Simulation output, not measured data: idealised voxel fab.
The document below concerns the process module designated voxel spacer lines.
We display cut, a cross-section 250 nm in width whose square cells are each 5 nm.
Heads up, the way a cross-section reads in here is a grid of square cells, handed over as bands from the top down, with every band being one or more rows of cells.
The band entry comprises the height of the band's top followed by the height of its bottom, expressed in nm, and subsequently the band's materials from left to right, each stated together with its width in nm. Where a single material is marked with the word "full width", that material fills the band from edge to edge. The word "empty" represents empty space.
Where do heights start? At 0: under that level the wafer as delivered is made of one material only. And the lowest band has no floor; it just carries on downward, as in "0 -> down".
With a width like "30->40", each row of cells in the band differs from the next by the same amount, the top row carrying the first number and the bottom row the second.
Where the words "nothing was modified" appear for a step, the cross-section shows no cell changed by that step; every cell remained as before.
What "Closed cavities" gives you is every empty space of 8 cells or more that is cut off from the top. Each appears as width x height at distance, with the distance taken from the left edge and width, height and distance all in nm.
Where a step's line continues beyond its settings, the continuation is a remark by the simulator itself on that step.
overlay nm: mask offset rightward from planned place, masked step; negative means leftward offset.
## Process steps (planned)
1) RECEIVE [material Si]
2) CONFORMAL_DEP [material Al2O3] [thk nm 10]
3) DIRECTIONAL_DEP [material W] [thk nm 10]
4) DIRECTIONAL_DEP [material aC] [thk nm 25]
5) PATTERN [tone cover] [mask id MANDREL] [material resist] [width nm 15] [pitch nm 60] [thk nm 30] [overlay nm 0]
6) DIRECTIONAL_ETCH [etch materials aC] [depth nm 25]
7) STRIP [etch materials resist]
8) CONFORMAL_DEP [material SiO2] [thk nm 15]
9) DIRECTIONAL_ETCH [etch materials SiO2] [depth nm 15]
10) STRIP [etch materials aC]
11) DIRECTIONAL_ETCH [etch materials W] [depth nm 10]
12) STRIP [etch materials SiO2]
13) FILL_DEP [material SiO2] [thk nm 10]
14) CMP [height nm 20]
## Received-state cross-section, reflecting completion of step 1
- 0 -> down  Si full width
- Closed cavities: none
## End-of-module cross-section. Starting structure and process plan as above; one mistake made in running it
- 20 -> 10  SiO2 full width
- 10 -> 0  SiO2 70 / W 15 / SiO2 15 / W 15 / SiO2 15 / W 15 / SiO2 15 / W 15 / SiO2 75
- 0 -> down  Si full width
- Closed cavities: none
Processing error: step 2 of the plan was bypassed and not carried out
